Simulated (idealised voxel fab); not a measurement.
Proc. module: voxel self aligned vias
Cross-sectional view cut (width: 260 nm; square cell size: 5 nm).
A cross-section is a grid of square cells, given in bands from the top down. A band is one or more rows of cells. Band: top and bottom heights (nm) first, top before bottom; then materials from left to right, widths in nm. "full width" marks a sole material filling the band edge to edge. "empty" denotes empty space. Counting heights begins at 0, where everything beneath is, in the wafer as received, one material. The lowest band has no bottom; it goes on downwards, as "0 down" shows. Top row gets the first number, bottom row gets the second, and each row in between changes by the same step: that is how a band width like "30 to 40" works. It should be understood that the words "nothing changed", when stated for a given step, signify that the cross-section underwent no change in any of its cells during that step. "Enclosed void catalog" - sealed voids, min. 8 cells, no opening to top; format: width x height at distance (distance from left edge; nm throughout). Past the settings on a step's line: simulator remark, on that step. Among the settings permitted on a step's line is "overlay nm"; applied to a step with a mask, it specifies the extent to which the mask lay to the right of its planned position, whereas a negative figure signifies a position to the left.

## Planned process steps
1 RECEIVE,material Si
2 CONFORMAL_DEP,material SiO2,thk nm 10
3 CONFORMAL_DEP,material SiCN,thk nm 5
4 DIRECTIONAL_DEP,material lowk,thk nm 20
5 DIRECTIONAL_DEP,material aC,thk nm 15
6 PATTERN,tone open,mask id LINES,material resist,width nm 25,pitch nm 75,thk nm 35,overlay nm 0
7 DIRECTIONAL_ETCH,etch materials aC,depth nm 15
8 STRIP,etch materials resist
9 DIRECTIONAL_ETCH,etch materials lowk,depth nm 20
10 STRIP,etch materials aC
11 CONFORMAL_DEP,material TiN,thk nm 5
12 FILL_DEP,material W,thk nm 10
13 CMP,height nm 35
14 SELECTIVE_ETCH,etch materials W Ru TiN,depth nm 5
15 FILL_DEP,material SiN,thk nm 10
16 CMP,height nm 35
17 DIRECTIONAL_DEP,material lowk,thk nm 15
18 MASKED_ETCH,tone open,mask id VIAS,width nm 45,etch materials lowk,depth nm 15,overlay nm 0
19 MASKED_ETCH,tone open,mask id VIAS,width nm 45,etch materials SiN,depth nm 5,overlay nm 0
20 CONFORMAL_DEP,material TiN,thk nm 5
21 FILL_DEP,material Cu,thk nm 5
22 CMP,height nm 50
23 CONFORMAL_DEP,material SiN,thk nm 5

## Cross-sectional view of the wafer in its as-received condition, corresponding to the state after step 1
- 0 down: Si full width
- Enclosed void catalog: none

## Final cross-section, module run with one mistake (start and plan as above)
- 55 to 50: SiN full width
- 50 to 35: 70 of lowk / 5 of TiN / 35 of Cu / 5 of TiN / 145 of lowk
- 35 to 30: 70 of SiN / 45 of TiN / 145 of SiN
- 30 to 15: 80 of lowk / 5 of TiN / 15 of W / 5 of TiN / 50 of lowk / 5 of TiN / 15 of W / 5 of TiN / 80 of lowk
- 15 to 10: 80 of lowk / 25 of TiN / 50 of lowk / 25 of TiN / 80 of lowk
- 10 to 0: SiO2 full width
- 0 down: Si full width
- Enclosed void catalog: none
what went wrong: skipped: plan step 3 (never run)
